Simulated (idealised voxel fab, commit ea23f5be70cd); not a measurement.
Herein follows the process module entitled voxel wiring stack.
FYI the section here is cut, 220 nm wide, cells are 5 nm squares.
Cross-section = grid of square cells, listed top down in bands; band = one or more rows. Per band: top height and bottom height in nm, followed by the left-to-right materials and their widths in nm; "throughout" marks a single material spanning edge to edge, "blank" marks empty space. The level at which height equals 0 is the one under which the wafer, as it arrives, is entirely one material. No lower edge exists for the bottom band, which continues downward and is notated as in "0 nm and below". You'd read "30->40" like this: the band's top row of cells is as wide as the first number, its bottom row is as wide as the second, and going down, every row changes width by the same amount as the row before did. The designation "remains unaltered", where it is given for a processing step, indicates that no cell of the cross-section was altered in the course of that step. "Enclosed empty spaces" enumerates empty spaces isolated from the top, with no open way to it, that contain at least 8 cells, giving each as width x height at distance from the left edge, all three in nm. If you see something after the settings on a step's line, that's the simulator's own remark about that step. "overlay nm" on a masked step: distance the mask lay right of its planned place, negative for left.

These are the steps we planned for the process:
1,RECEIVE [material Si]
2,CONFORMAL_DEP [material SiO2] [thk nm 10]
3,CONFORMAL_DEP [material SiN] [thk nm 5]
4,DIRECTIONAL_DEP [material lowk] [thk nm 20]
5,MASKED_ETCH [tone open] [mask id METAL_1] [width nm 30] [pitch nm 50] [etch materials lowk] [depth nm 20] [overlay nm 0]
6,MASKED_ETCH [tone open] [mask id METAL_1] [width nm 30] [pitch nm 50] [etch materials SiN] [depth nm 5] [overlay nm 0]
7,CONFORMAL_DEP [material TiN] [thk nm 5]
8,FILL_DEP [material Cu] [thk nm 10]
9,CMP [height nm 35]
10,EPI [material Ru] [thk nm 5]
11,FILL_DEP [material SiCN] [thk nm 5]
12,DIRECTIONAL_DEP [material lowk] [thk nm 20]
13,MASKED_ETCH [tone open] [mask id PLUG_1] [width nm 15] [etch materials lowk] [depth nm 20] [overlay nm 0]
14,MASKED_ETCH [tone open] [mask id PLUG_1] [width nm 15] [etch materials SiCN] [depth nm 5] [overlay nm 0]
15,EPI [material Ru] [thk nm 10]
16,EPI [material Ru] [thk nm 10]
17,EPI [material Ru] [thk nm 5]
18,CONFORMAL_DEP [material SiN] [thk nm 5]
19,DIRECTIONAL_DEP [material lowk] [thk nm 25]
20,MASKED_ETCH [tone open] [mask id METAL_2] [width nm 30] [pitch nm 50] [etch materials lowk] [depth nm 25] [overlay nm 0]
21,MASKED_ETCH [tone open] [mask id METAL_2] [width nm 30] [pitch nm 50] [etch materials SiN] [depth nm 5] [overlay nm 0]
22,CONFORMAL_DEP [material TiN] [thk nm 5]
23,FILL_DEP [material W] [thk nm 10]
24,CMP [height nm 95]
25,CONFORMAL_DEP [material SiCN] [thk nm 5]
26,DIRECTIONAL_DEP [material SiO2] [thk nm 15]
27,PATTERN [tone open] [mask id PLUG_2] [material resist] [width nm 15] [pitch nm 50] [thk nm 20] [overlay nm 0]
28,DIRECTIONAL_ETCH [etch materials SiO2] [depth nm 15]
29,DIRECTIONAL_ETCH [etch materials SiCN] [depth nm 5]
30,STRIP [etch materials resist]
31,EPI [material Ru] [thk nm 10]
32,EPI [material Ru] [thk nm 10]
33,CONFORMAL_DEP [material SiCN] [thk nm 5]
34,DIRECTIONAL_DEP [material SiO2] [thk nm 15]
35,MASKED_ETCH [tone open] [mask id METAL_3] [width nm 30] [pitch nm 50] [etch materials SiO2] [depth nm 15] [overlay nm 0]
36,MASKED_ETCH [tone open] [mask id METAL_3] [width nm 30] [pitch nm 50] [etch materials SiCN] [depth nm 5] [overlay nm 0]
37,CONFORMAL_DEP [material TiN] [thk nm 5]
38,FILL_DEP [material W] [thk nm 5]
39,CMP [height nm 135]
40,EPI [material Ru] [thk nm 5]
41,FILL_DEP [material SiCN] [thk nm 5]
42,DIRECTIONAL_DEP [material SiO2] [thk nm 10]
43,MASKED_ETCH [tone open] [mask id PLUG_3] [width nm 15] [pitch nm 50] [etch materials SiO2] [depth nm 10] [overlay nm 0]
44,MASKED_ETCH [tone open] [mask id PLUG_3] [width nm 15] [pitch nm 50] [etch materials SiCN] [depth nm 5] [overlay nm 0]
45,EPI [material Ru] [thk nm 10]
46,EPI [material Ru] [thk nm 5]
47,CONFORMAL_DEP [material SiCN] [thk nm 5]
48,DIRECTIONAL_DEP [material lowk] [thk nm 15]
49,MASKED_ETCH [tone open] [mask id METAL_4] [width nm 30] [pitch nm 50] [etch materials lowk] [depth nm 15] [overlay nm 0]
50,MASKED_ETCH [tone open] [mask id METAL_4] [width nm 30] [pitch nm 50] [etch materials SiCN] [depth nm 5] [overlay nm 0]
51,CONFORMAL_DEP [material TiN] [thk nm 5]
52,FILL_DEP [material W] [thk nm 10]
53,CMP [height nm 175]
54,CONFORMAL_DEP [material SiCN] [thk nm 5]

This is the cross-section of the wafer as we received it, i.e. after step 1:
* 0 nm and below | Si throughout
* Enclosed empty spaces: none

Wafer at module end, in section. Began as above, planned as above, run with one mistake:
* 180 nm to 175 nm | SiCN throughout
* 175 nm to 170 nm | W 60 nm, then TiN 5 nm, then lowk 5 nm, then TiN 5 nm, then W 35 nm, then TiN 5 nm, then lowk 5 nm, then TiN 5 nm, then W 95 nm
* 170 nm to 165 nm | TiN 65 nm, then lowk 5 nm, then TiN 5 nm, then W 20 nm, then TiN 20 nm, then lowk 5 nm, then TiN 5 nm, then W 20 nm, then TiN 75 nm
* 165 nm to 160 nm | lowk 70 nm, then TiN 5 nm, then W 20 nm, then TiN 5 nm, then lowk 20 nm, then TiN 5 nm, then W 20 nm, then TiN 5 nm, then lowk 70 nm
* 160 nm to 155 nm | lowk 65 nm, then SiCN 5 nm, then TiN 30 nm, then lowk 15 nm, then SiCN 5 nm, then TiN 30 nm, then lowk 70 nm
* 155 nm to 150 nm | lowk 65 nm, then SiCN 5 nm, then SiO2 15 nm, then SiCN 5 nm, then TiN 10 nm, then lowk 15 nm, then SiCN 5 nm, then SiO2 15 nm, then SiCN 5 nm, then TiN 10 nm, then lowk 70 nm
* 150 nm to 145 nm | SiCN 70 nm, then SiO2 15 nm, then SiCN 5 nm, then TiN 10 nm, then SiCN 20 nm, then SiO2 15 nm, then SiCN 5 nm, then TiN 10 nm, then SiCN 70 nm
* 145 nm to 140 nm | SiCN throughout
* 140 nm to 135 nm | SiCN 65 nm, then Ru 40 nm, then SiCN 10 nm, then Ru 40 nm, then SiCN 65 nm
* 135 nm to 120 nm | SiO2 70 nm, then TiN 5 nm, then W 20 nm, then TiN 5 nm, then SiO2 20 nm, then TiN 5 nm, then W 20 nm, then TiN 5 nm, then SiO2 70 nm
* 120 nm to 115 nm | SiCN 70 nm, then TiN 30 nm, then SiCN 20 nm, then TiN 30 nm, then SiCN 70 nm
* 115 nm to 100 nm | SiO2 70 nm, then Ru 15 nm, then SiO2 35 nm, then Ru 15 nm, then SiO2 85 nm
* 100 nm to 95 nm | SiCN 70 nm, then Ru 15 nm, then SiCN 35 nm, then Ru 15 nm, then SiCN 85 nm
* 95 nm to 70 nm | lowk 70 nm, then TiN 5 nm, then W 20 nm, then TiN 5 nm, then lowk 20 nm, then TiN 5 nm, then W 20 nm, then TiN 5 nm, then lowk 70 nm
* 70 nm to 65 nm | SiN 70 nm, then TiN 30 nm, then SiN 20 nm, then TiN 30 nm, then SiN 70 nm
* 65 nm to 45 nm | lowk 70 nm, then Ru 15 nm, then lowk 135 nm
* 45 nm to 40 nm | SiCN 70 nm, then Ru 15 nm, then SiCN 135 nm
* 40 nm to 35 nm | SiCN 65 nm, then Ru 40 nm, then SiCN 10 nm, then Ru 40 nm, then SiCN 65 nm
* 35 nm to 15 nm | lowk 70 nm, then TiN 5 nm, then Cu 20 nm, then TiN 5 nm, then lowk 20 nm, then TiN 5 nm, then Cu 20 nm, then TiN 5 nm, then lowk 70 nm
* 15 nm to 10 nm | SiN 70 nm, then TiN 30 nm, then SiN 20 nm, then TiN 30 nm, then SiN 70 nm
* 10 nm to 0 nm | SiO2 throughout
* 0 nm and below | Si throughout
* Enclosed empty spaces: none
Processing error: step 43: run off-plan, actual operation and settings MASKED_ETCH [tone cover] [mask id PLUG_3] [width nm 15] [pitch nm 50] [etch materials SiO2] [depth nm 10] [overlay nm 0]
